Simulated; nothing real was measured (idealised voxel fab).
The document below concerns the process module designated voxel transistor to metal.
Square cells of 5 nm make up the cross-section cut, whose width is 215 nm.
Square cells in a grid make up a cross-section in this document, and the grid is given as bands, listed from the top down, each one or more rows of cells. What a band's entry tells you: where the top is and where the bottom is, as heights in nm, and after that what lies inside, material by material from left to right, each with its width in nm. Empty space is written as the word "air", and a single material marked with the word "all across" occupies the band from edge to edge. Heights from 0 (as-received wafer is one material below). Bottom band endless downward, as "0 nm and below". Read "30->40" as a graded width: first number on top, second number at the bottom, same change between each pair of neighbouring rows. The cross-section has no changed cell in any step marked "all unchanged". Entry "Enclosed cavity list" = empty spaces >= 8 cells with no open way to the top; each as width x height at distance, distance from left edge, all nm. Text after the settings on a step's line: the simulator's own remark on that step. overlay nm: where the mask lay relative to plan, measured to the right, on steps with a mask; negatives go left.
[Intended process steps]
1: RECEIVE with material Si
2: CONFORMAL_DEP with material SiO2, thk nm 5
3: CONFORMAL_DEP with material SiN, thk nm 15
4: MASKED_ETCH with tone cover, mask id ACTIVE, width nm 100, etch materials SiN, depth nm 15, overlay nm 0
5: MASKED_ETCH with tone cover, mask id ACTIVE, width nm 100, etch materials SiO2, depth nm 5, overlay nm 0
6: MASKED_ETCH with tone cover, mask id ACTIVE, width nm 100, etch materials Si, depth nm 20, overlay nm 0
7: OXIDIZE with depth nm 5
8: FILL_DEP with material SiO2, thk nm 10
9: CMP with height nm 20
10: SELECTIVE_ETCH with etch materials SiO2, depth nm 10
11: STRIP with etch materials SiN
12: SELECTIVE_ETCH with etch materials SiO2, depth nm 5
13: OXIDIZE with depth nm 5
14: DIRECTIONAL_DEP with material polySi, thk nm 30
15: DIRECTIONAL_DEP with material SiCN, thk nm 15
16: DIRECTIONAL_DEP with material aC, thk nm 10
17: PATTERN with tone cover, mask id GATE, material resist, width nm 20, thk nm 25, overlay nm 0
18: DIRECTIONAL_ETCH with etch materials aC, depth nm 10
19: STRIP with etch materials resist
20: DIRECTIONAL_ETCH with etch materials SiCN, depth nm 25
21: DIRECTIONAL_ETCH with etch materials polySi, depth nm 40
22: STRIP with etch materials aC
23: CONFORMAL_DEP with material SiO2, thk nm 5
24: DIRECTIONAL_ETCH with etch materials SiO2, depth nm 5
25: CONFORMAL_DEP with material SiN, thk nm 10
26: DIRECTIONAL_ETCH with etch materials SiN, depth nm 10
27: DIRECTIONAL_ETCH with etch materials SiO2, depth nm 5
28: EPI with material SiGe, thk nm 5
29: FILL_DEP with material SiO2, thk nm 10
30: CMP with height nm 45
31: DIRECTIONAL_DEP with material SiO2, thk nm 15
32: DIRECTIONAL_DEP with material aC, thk nm 10
33: PATTERN with tone open, mask id CONTACT, material resist, width nm 30, pitch nm 60, thk nm 30, overlay nm 0
34: DIRECTIONAL_ETCH with etch materials aC, depth nm 10
35: STRIP with etch materials resist
36: DIRECTIONAL_ETCH with etch materials SiO2, depth nm 60
37: STRIP with etch materials aC
38: CONFORMAL_DEP with material TiN, thk nm 5
39: FILL_DEP with material Ru, thk nm 5
40: CMP with height nm 60
41: DIRECTIONAL_DEP with material TiN, thk nm 5
42: DIRECTIONAL_DEP with material Ru, thk nm 15
43: MASKED_ETCH with tone cover, mask id METAL_1, width nm 20, pitch nm 70, etch materials Ru, depth nm 15, overlay nm 0
44: MASKED_ETCH with tone cover, mask id METAL_1, width nm 20, pitch nm 70, etch materials TiN, depth nm 5, overlay nm 0
45: CONFORMAL_DEP with material SiN, thk nm 5
46: FILL_DEP with material lowk, thk nm 5
47: CMP with height nm 80
48: CONFORMAL_DEP with material SiCN, thk nm 5
49: DIRECTIONAL_DEP with material SiO2, thk nm 25
50: MASKED_ETCH with tone open, mask id METAL_2, width nm 20, pitch nm 70, etch materials SiO2, depth nm 15, overlay nm 0
51: MASKED_ETCH with tone open, mask id METAL_2_HOLES, width nm 15, pitch nm 70, etch materials SiO2, depth nm 10, overlay nm 0
52: MASKED_ETCH with tone open, mask id METAL_2_HOLES, width nm 15, pitch nm 70, etch materials SiCN, depth nm 5, overlay nm 0
53: CONFORMAL_DEP with material TiN, thk nm 5
54: FILL_DEP with material Cu, thk nm 5
55: CMP with height nm 110
56: CONFORMAL_DEP with material SiCN, thk nm 5
[Wafer as received: cross-section following step 1]
    0 nm and below | Si all across
    Enclosed cavity list: none
[Looking at the first of two wafers in cross-section at end of module - ran to plan]
    115 nm to 110 nm | SiCN all across
    110 nm to 100 nm | 60 SiO2 | 5 TiN | 10 Cu | 5 TiN | 50 SiO2 | 5 TiN | 10 Cu | 5 TiN | 65 SiO2
    100 nm to 95 nm | 60 SiO2 | 5 TiN | 5 Cu | 10 TiN | 50 SiO2 | 5 TiN | 5 Cu | 10 TiN | 65 SiO2
    95 nm to 85 nm | 60 SiO2 | 5 TiN | 5 Cu | 5 TiN | 55 SiO2 | 5 TiN | 5 Cu | 5 TiN | 70 SiO2
    85 nm to 80 nm | 60 SiCN | 15 TiN | 55 SiCN | 15 TiN | 70 SiCN
    80 nm to 65 nm | 55 lowk | 5 SiN | 20 Ru | 5 SiN | 40 lowk | 5 SiN | 20 Ru | 5 SiN | 60 lowk
    65 nm to 60 nm | 60 SiN | 20 TiN | 50 SiN | 20 TiN | 65 SiN
    60 nm to 50 nm | 60 SiO2 | 5 TiN | 20 Ru | 5 TiN | 30 SiO2 | 5 TiN | 20 Ru | 5 TiN | 65 SiO2
    50 nm to 45 nm | 60 SiO2 | 5 TiN | 10 Ru | 15 TiN | 30 SiO2 | 15 TiN | 10 Ru | 5 TiN | 65 SiO2
    45 nm to 30 nm | 60 SiO2 | 5 TiN | 10 Ru | 5 TiN | 10 SiN | 5 SiO2 | 20 SiCN | 5 SiO2 | 10 SiN | 5 TiN | 10 Ru | 5 TiN | 65 SiO2
    30 nm to 10 nm | 60 SiO2 | 5 TiN | 10 Ru | 5 TiN | 10 SiN | 5 SiO2 | 20 polySi | 5 SiO2 | 10 SiN | 5 TiN | 10 Ru | 5 TiN | 65 SiO2
    10 nm to 5 nm | 60 SiO2 | 10 TiN | 5 Ru | 5 TiN | 10 SiN | 5 SiO2 | 20 polySi | 5 SiO2 | 10 SiN | 5 TiN | 5 Ru | 10 TiN | 65 SiO2
    5 nm to 0 nm | 55 SiO2 | 10 SiN | 15 TiN | 10 SiN | 5 SiO2 | 20 polySi | 5 SiO2 | 10 SiN | 15 TiN | 10 SiN | 60 SiO2
    0 nm to -5 nm | 65 SiO2 | 15 SiGe | 50 SiO2 | 15 SiGe | 70 SiO2
    -5 nm to -25 nm | 60 SiO2 | 90 Si | 65 SiO2
    -25 nm and below | Si all across
    Enclosed cavity list: none
[So this is wafer number two of the two, cut at the end of the module - it started where the first did and had the same plan, we just got one thing wrong running it]
    115 nm to 110 nm | SiCN all across
    110 nm to 100 nm | 60 SiO2 | 5 TiN | 10 Cu | 5 TiN | 50 SiO2 | 5 TiN | 10 Cu | 5 TiN | 65 SiO2
    100 nm to 95 nm | 60 SiO2 | 5 TiN | 5 Cu | 10 TiN | 50 SiO2 | 5 TiN | 5 Cu | 10 TiN | 65 SiO2
    95 nm to 85 nm | 60 SiO2 | 5 TiN | 5 Cu | 5 TiN | 55 SiO2 | 5 TiN | 5 Cu | 5 TiN | 70 SiO2
    85 nm to 80 nm | 60 SiCN | 15 TiN | 55 SiCN | 15 TiN | 70 SiCN
    80 nm to 65 nm | 55 lowk | 5 SiN | 20 Ru | 5 SiN | 40 lowk | 5 SiN | 20 Ru | 5 SiN | 60 lowk
    65 nm to 60 nm | 60 SiN | 20 TiN | 50 SiN | 20 TiN | 65 SiN
    60 nm to 50 nm | 60 SiO2 | 5 TiN | 20 Ru | 5 TiN | 30 SiO2 | 5 TiN | 20 Ru | 5 TiN | 65 SiO2
    50 nm to 45 nm | 60 SiO2 | 5 TiN | 5 Ru | 20 TiN | 30 SiO2 | 20 TiN | 5 Ru | 5 TiN | 65 SiO2
    45 nm to 30 nm | 60 SiO2 | 5 TiN | 5 Ru | 5 TiN | 10 SiN | 5 TiN | 30 SiCN | 5 TiN | 10 SiN | 5 TiN | 5 Ru | 5 TiN | 65 SiO2
    30 nm to 10 nm | 60 SiO2 | 5 TiN | 5 Ru | 5 TiN | 10 SiN | 5 TiN | 30 polySi | 5 TiN | 10 SiN | 5 TiN | 5 Ru | 5 TiN | 65 SiO2
    10 nm to 5 nm | 60 SiO2 | 15 TiN | 10 SiN | 5 TiN | 30 polySi | 5 TiN | 10 SiN | 15 TiN | 65 SiO2
    5 nm to 0 nm | 55 SiO2 | 10 SiN | 10 TiN | 10 SiN | 5 TiN | 30 polySi | 5 TiN | 10 SiN | 10 TiN | 10 SiN | 60 SiO2
    0 nm to -5 nm | 65 SiO2 | 10 SiGe | 60 SiO2 | 10 SiGe | 70 SiO2
    -5 nm to -25 nm | 60 SiO2 | 90 Si | 65 SiO2
    -25 nm and below | Si all across
    Enclosed cavity list: none
Short version of what went wrong: step 17 did not happen as planned, as run it was PATTERN with tone cover, mask id GATE, material resist, width nm 30, thk nm 25, overlay nm 0
It is noted that, at the conclusion of processing, the second wafer exhibits a higher or lower cell count for certain materials relative to the first: Ru: 18 fewer; SiCN: 6 more; SiGe: 2 fewer; SiO2: 16 fewer; TiN: 18 more; polySi: 12 more
